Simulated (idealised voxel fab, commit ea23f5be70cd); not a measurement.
Module name: voxel capacitor over wiring (process module)
The cross-section on display is named cut; it measures 280 nm wide, and its cells are 5 nm squares.
Cross-section format: a grid of square cells, given as bands from top to bottom; each band is one or more rows of cells.
Heads up on the band format: heights come first, top then bottom, in nm. After that it's the materials left to right, each with its width in nm. A single material flagged "throughout" fills the whole band edge to edge, and "empty" means there's empty space there.
We count height from 0. Below that, the starting wafer is all one material. The lowest band never ends at the bottom but goes on down; see "0 nm and below" for how that is written.
A width given as "30->40" starts at the first number in the band's top row and ends at the second number in its bottom row, shifting by an equal amount at every step from row to row.
You'll sometimes find "stayed the same" written for a step, and that's the way of saying that nowhere in the cross-section did a cell change during that step.
Entry "Closed-off voids" = empty spaces >= 8 cells with no open way to the top; each as width x height at distance, distance from left edge, all nm.
Formally, on a step line, whatever follows the settings is a remark that the simulator itself makes on the step.
overlay nm: where the mask lay relative to plan, measured to the right, on steps with a mask; negatives go left.
[These are the steps we planned for the process]
1) RECEIVE | material Si
2) CONFORMAL_DEP | material SiO2 | thk nm 10
3) DIRECTIONAL_DEP | material TiN | thk nm 5
4) DIRECTIONAL_DEP | material W | thk nm 20
5) PATTERN | tone cover | mask id METAL_1 | material resist | width nm 20 | pitch nm 75 | thk nm 15 | overlay nm 0
6) DIRECTIONAL_ETCH | etch materials W | depth nm 20
7) DIRECTIONAL_ETCH | etch materials TiN | depth nm 5
8) STRIP | etch materials resist
9) FILL_DEP | material lowk | thk nm 5
10) CMP | height nm 35
11) CONFORMAL_DEP | material SiCN | thk nm 5
12) DIRECTIONAL_DEP | material SiO2 | thk nm 20
13) DIRECTIONAL_DEP | material aC | thk nm 15
14) PATTERN | tone open | mask id PLUG_1 | material resist | width nm 15 | thk nm 35 | overlay nm 0
15) DIRECTIONAL_ETCH | etch materials aC | depth nm 15
16) STRIP | etch materials resist
17) DIRECTIONAL_ETCH | etch materials SiO2 | depth nm 20
18) DIRECTIONAL_ETCH | etch materials SiCN | depth nm 5
19) STRIP | etch materials aC
20) EPI | material Ru | thk nm 10
21) EPI | material Ru | thk nm 10
22) EPI | material Ru | thk nm 5
23) DIRECTIONAL_DEP | material TiN | thk nm 5
24) DIRECTIONAL_DEP | material SiN | thk nm 5
25) DIRECTIONAL_DEP | material TiN | thk nm 5
26) PATTERN | tone cover | mask id UPPER_PLATE | material resist | width nm 60 | thk nm 20 | overlay nm 0
27) DIRECTIONAL_ETCH | etch materials TiN | depth nm 5
28) DIRECTIONAL_ETCH | etch materials SiN | depth nm 5
29) STRIP | etch materials resist
30) MASKED_ETCH | tone cover | mask id LOWER_PLATE | width nm 70 | etch materials TiN | depth nm 5 | overlay nm 0
31) FILL_DEP | material SiO2 | thk nm 15
32) CMP | height nm 85
33) MASKED_ETCH | tone open | mask id PLUG_2 | width nm 15 | etch materials SiO2 | depth nm 10 | overlay nm 0
34) CONFORMAL_DEP | material TiN | thk nm 5
35) FILL_DEP | material Cu | thk nm 5
36) CMP | height nm 85
37) CONFORMAL_DEP | material SiCN | thk nm 5
[Cross-section, incoming material, after step 1]
* 0 nm and below: Si throughout
* Closed-off voids: none
[Cross-section taken at module completion on the first of two wafers; processed per the plan]
* 90 nm to 85 nm: SiCN throughout
* 85 nm to 80 nm: SiO2 (105), then TiN (5), then Cu (5), then TiN (5), then SiO2 (160)
* 80 nm to 70 nm: SiO2 (105->95), then TiN (15->60), then SiO2 (160->125)
* 70 nm to 65 nm: SiO2 (95), then SiN (60), then SiO2 (125)
* 65 nm to 60 nm: SiO2 (90), then TiN (70), then SiO2 (120)
* 60 nm to 40 nm: SiO2 (95), then Ru (15), then SiO2 (170)
* 40 nm to 35 nm: SiCN (95), then Ru (15), then SiCN (170)
* 35 nm to 15 nm: lowk (90), then W (20), then lowk (55), then W (20), then lowk (95)
* 15 nm to 10 nm: lowk (90), then TiN (20), then lowk (55), then TiN (20), then lowk (95)
* 10 nm to 0 nm: SiO2 throughout
* 0 nm and below: Si throughout
* Closed-off voids: none
[Wafer two, end of module, cross-section. Same start, same plan as wafer one. One mistake in the run]
* 90 nm to 85 nm: SiCN throughout
* 85 nm to 80 nm: SiO2 (105), then TiN (5), then Cu (5), then TiN (5), then SiO2 (160)
* 80 nm to 70 nm: SiO2 (105->95), then TiN (15->60), then SiO2 (160->125)
* 70 nm to 65 nm: SiO2 (95), then SiN (60), then SiO2 (125)
* 65 nm to 60 nm: SiO2 (90), then TiN (70), then SiO2 (120)
* 60 nm to 40 nm: SiO2 (95), then Ru (20), then SiO2 (165)
* 40 nm to 35 nm: SiCN (95), then Ru (20), then SiCN (165)
* 35 nm to 15 nm: lowk (90), then W (20), then lowk (55), then W (20), then lowk (95)
* 15 nm to 10 nm: lowk (90), then TiN (20), then lowk (55), then TiN (20), then lowk (95)
* 10 nm to 0 nm: SiO2 throughout
* 0 nm and below: Si throughout
* Closed-off voids: none
Which mistake was made when the wafer was run? the process deviated at step 14: the operation and settings actually run there were PATTERN | tone open | mask id PLUG_1 | material resist | width nm 20 | thk nm 35 | overlay nm 0
Per the end-of-run cell counts, the second wafer holds more or fewer of some materials than the first: +5 Ru; -1 SiCN; -4 SiO2
